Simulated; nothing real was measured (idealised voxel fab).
process module | voxel wiring stack
cross-section cut | 260 nm wide | cells 5 nm
A cross-section is a grid of square cells, given in bands from the top down. A band is one or more rows of cells.
Each band's line starts with the height of the band's top and of its bottom, in nm. Then come its materials from left to right, each with its width in nm. One material with "throughout" fills the band from edge to edge. "air" is empty space.
Height 0 is the level under which the wafer as received is all one material. The lowest band goes on downwards, as in "0 down".
A width such as "30 to 40" changes by the same amount from each row of cells to the next, from the band's top row to its bottom row.
"no change" after a step means that no cell of the cross-section changed.
closed voids: empty space of 8 cells or more with no open way to the top, each as width x height at its distance from the left edge, in nm
after a step's settings: what the simulator itself notes on the step
overlay nm, on a step with a mask: how far to the right of its planned place the mask lay; to the left if negative
plan
1 op RECEIVE | material Si
2 op CONFORMAL_DEP | material SiO2 | thk nm 15
3 op CONFORMAL_DEP | material SiCN | thk nm 5
4 op DIRECTIONAL_DEP | material lowk | thk nm 25
5 op PATTERN | tone open | mask id METAL_1 | material resist | width nm 25 | pitch nm 40 | thk nm 15 | overlay nm 0
6 op DIRECTIONAL_ETCH | etch materials lowk | depth nm 25
7 op DIRECTIONAL_ETCH | etch materials SiCN | depth nm 5
8 op STRIP | etch materials resist
9 op CONFORMAL_DEP | material TiN | thk nm 5
10 op FILL_DEP | material Cu | thk nm 10
11 op CMP | height nm 45
12 op CONFORMAL_DEP | material SiCN | thk nm 5
13 op DIRECTIONAL_DEP | material lowk | thk nm 35
14 op PATTERN | tone open | mask id METAL_2_HOLES | material resist | width nm 15 | pitch nm 40 | thk nm 15 | overlay nm 0
15 op DIRECTIONAL_ETCH | etch materials lowk | depth nm 35
16 op STRIP | etch materials resist
17 op MASKED_ETCH | tone open | mask id METAL_2 | width nm 25 | pitch nm 40 | etch materials lowk | depth nm 20 | overlay nm 0
18 op MASKED_ETCH | tone open | mask id METAL_2 | width nm 25 | pitch nm 40 | etch materials SiCN | depth nm 5 | overlay nm 0
19 op CONFORMAL_DEP | material TiN | thk nm 5
20 op FILL_DEP | material Ru | thk nm 5
21 op CMP | height nm 85
22 op CONFORMAL_DEP | material SiCN | thk nm 5
23 op DIRECTIONAL_DEP | material lowk | thk nm 35
24 op DIRECTIONAL_DEP | material aC | thk nm 10
25 op PATTERN | tone open | mask id METAL_3 | material resist | width nm 25 | pitch nm 40 | thk nm 30 | overlay nm 0
26 op DIRECTIONAL_ETCH | etch materials aC | depth nm 10
27 op STRIP | etch materials resist
28 op DIRECTIONAL_ETCH | etch materials lowk | depth nm 20
29 op STRIP | etch materials aC
30 op DIRECTIONAL_DEP | material aC | thk nm 10
31 op PATTERN | tone open | mask id METAL_3_HOLES | material resist | width nm 15 | pitch nm 80 | thk nm 30 | overlay nm 0
32 op DIRECTIONAL_ETCH | etch materials aC | depth nm 10
33 op STRIP | etch materials resist
34 op DIRECTIONAL_ETCH | etch materials lowk | depth nm 15
35 op DIRECTIONAL_ETCH | etch materials SiCN | depth nm 5
36 op STRIP | etch materials aC
37 op CONFORMAL_DEP | material TiN | thk nm 5
38 op FILL_DEP | material Cu | thk nm 10
39 op CMP | height nm 125
40 op CONFORMAL_DEP | material SiCN | thk nm 5
41 op DIRECTIONAL_DEP | material lowk | thk nm 35
42 op PATTERN | tone open | mask id METAL_4_HOLES | material resist | width nm 15 | pitch nm 40 | thk nm 20 | overlay nm 0
43 op DIRECTIONAL_ETCH | etch materials lowk | depth nm 35
44 op STRIP | etch materials resist
45 op DIRECTIONAL_DEP | material aC | thk nm 10
46 op PATTERN | tone open | mask id METAL_4 | material resist | width nm 25 | pitch nm 40 | thk nm 30 | overlay nm 0
47 op DIRECTIONAL_ETCH | etch materials aC | depth nm 10
48 op STRIP | etch materials resist
49 op DIRECTIONAL_ETCH | etch materials lowk | depth nm 20
50 op DIRECTIONAL_ETCH | etch materials SiCN | depth nm 5
51 op STRIP | etch materials aC
52 op CONFORMAL_DEP | material TiN | thk nm 5
53 op FILL_DEP | material Cu | thk nm 10
54 op CMP | height nm 165
55 op CONFORMAL_DEP | material SiCN | thk nm 5
as received, after step 1
  0 down: Si throughout
  closed voids: none
first wafer at the end, as planned
  170 to 165: SiCN throughout
  165 to 150: lowk 75 | TiN 5 | Cu 15 | TiN 5 | lowk 15 | TiN 5 | Cu 15 | TiN 5 | lowk 15 | TiN 5 | Cu 15 | TiN 5 | lowk 80
  150 to 145: lowk 75 | TiN 5 | Cu 5 | TiN 15 | lowk 15 | TiN 5 | Cu 5 | TiN 15 | lowk 15 | TiN 5 | Cu 5 | TiN 15 | lowk 80
  145 to 130: lowk 75 | TiN 5 | Cu 5 | TiN 5 | lowk 25 | TiN 5 | Cu 5 | TiN 5 | lowk 25 | TiN 5 | Cu 5 | TiN 5 | lowk 90
  130 to 125: SiCN 75 | TiN 15 | SiCN 25 | TiN 15 | SiCN 25 | TiN 15 | SiCN 90
  125 to 110: lowk 75 | TiN 5 | Cu 15 | TiN 5 | lowk 15 | TiN 5 | Cu 15 | TiN 5 | lowk 15 | TiN 5 | Cu 15 | TiN 5 | lowk 80
  110 to 105: lowk 75 | TiN 5 | Cu 5 | TiN 15 | lowk 15 | TiN 25 | lowk 15 | TiN 5 | Cu 5 | TiN 15 | lowk 80
  105 to 90: lowk 75 | TiN 5 | Cu 5 | TiN 5 | lowk 65 | TiN 5 | Cu 5 | TiN 5 | lowk 90
  90 to 85: SiCN 75 | TiN 15 | SiCN 65 | TiN 15 | SiCN 90
  85 to 70: lowk 75 | TiN 5 | Ru 15 | TiN 5 | lowk 15 | TiN 5 | Ru 15 | TiN 5 | lowk 15 | TiN 5 | Ru 15 | TiN 5 | lowk 80
  70 to 65: lowk 75 | TiN 5 | Ru 5 | TiN 15 | lowk 15 | TiN 5 | Ru 5 | TiN 15 | lowk 15 | TiN 5 | Ru 5 | TiN 15 | lowk 80
  65 to 50: lowk 75 | TiN 5 | Ru 5 | TiN 5 | lowk 25 | TiN 5 | Ru 5 | TiN 5 | lowk 25 | TiN 5 | Ru 5 | TiN 5 | lowk 90
  50 to 45: SiCN 75 | TiN 15 | SiCN 25 | TiN 15 | SiCN 25 | TiN 15 | SiCN 90
  45 to 20: lowk 75 | TiN 5 | Cu 15 | TiN 5 | lowk 15 | TiN 5 | Cu 15 | TiN 5 | lowk 15 | TiN 5 | Cu 15 | TiN 5 | lowk 80
  20 to 15: SiCN 75 | TiN 25 | SiCN 15 | TiN 25 | SiCN 15 | TiN 25 | SiCN 80
  15 to 0: SiO2 throughout
  0 down: Si throughout
  closed voids: none
second wafer at the end: like start, like plan, one mistake
  170 to 165: SiCN throughout
  165 to 150: lowk 75 | TiN 5 | Cu 15 | TiN 5 | lowk 15 | TiN 5 | Cu 15 | TiN 5 | lowk 15 | TiN 5 | Cu 15 | TiN 5 | lowk 80
  150 to 145: lowk 75 | TiN 5 | Cu 5 | TiN 15 | lowk 15 | TiN 5 | Cu 5 | TiN 15 | lowk 15 | TiN 5 | Cu 5 | TiN 15 | lowk 80
  145 to 130: lowk 75 | TiN 5 | Cu 5 | TiN 5 | lowk 25 | TiN 5 | Cu 5 | TiN 5 | lowk 25 | TiN 5 | Cu 5 | TiN 5 | lowk 90
  130 to 125: SiCN 75 | TiN 15 | SiCN 25 | TiN 15 | SiCN 25 | TiN 15 | SiCN 90
  125 to 115: lowk 70 | TiN 5 | Cu 20 | TiN 5 | lowk 15 | TiN 5 | Cu 15 | TiN 5 | lowk 10 | TiN 5 | Cu 20 | TiN 5 | lowk 80
  115 to 110: lowk 70 | TiN 10 | Cu 15 | TiN 5 | lowk 15 | TiN 5 | Cu 15 | TiN 5 | lowk 10 | TiN 10 | Cu 15 | TiN 5 | lowk 80
  110 to 105: lowk 75 | TiN 5 | Cu 10 | TiN 10 | lowk 15 | TiN 25 | lowk 15 | TiN 5 | Cu 10 | TiN 10 | lowk 80
  105 to 90: lowk 75 | TiN 5 | Cu 10 | TiN 5 | lowk 60 | TiN 5 | Cu 10 | TiN 5 | lowk 85
  90 to 85: SiCN 75 | TiN 20 | SiCN 60 | TiN 20 | SiCN 85
  85 to 70: lowk 75 | TiN 5 | Ru 15 | TiN 5 | lowk 15 | TiN 5 | Ru 15 | TiN 5 | lowk 15 | TiN 5 | Ru 15 | TiN 5 | lowk 80
  70 to 65: lowk 75 | TiN 5 | Ru 5 | TiN 15 | lowk 15 | TiN 5 | Ru 5 | TiN 15 | lowk 15 | TiN 5 | Ru 5 | TiN 15 | lowk 80
  65 to 50: lowk 75 | TiN 5 | Ru 5 | TiN 5 | lowk 25 | TiN 5 | Ru 5 | TiN 5 | lowk 25 | TiN 5 | Ru 5 | TiN 5 | lowk 90
  50 to 45: SiCN 75 | TiN 15 | SiCN 25 | TiN 15 | SiCN 25 | TiN 15 | SiCN 90
  45 to 20: lowk 75 | TiN 5 | Cu 15 | TiN 5 | lowk 15 | TiN 5 | Cu 15 | TiN 5 | lowk 15 | TiN 5 | Cu 15 | TiN 5 | lowk 80
  20 to 15: SiCN 75 | TiN 25 | SiCN 15 | TiN 25 | SiCN 15 | TiN 25 | SiCN 80
  15 to 0: SiO2 throughout
  0 down: Si throughout
  closed voids: none
what went wrong: step 31 ran as: op PATTERN | tone open | mask id METAL_3_HOLES | material resist | width nm 25 | pitch nm 80 | thk nm 30 | overlay nm 0
at the end the second wafer has, in cells: 12 more of Cu | 2 fewer of SiCN | 2 more of TiN | 12 fewer of lowk
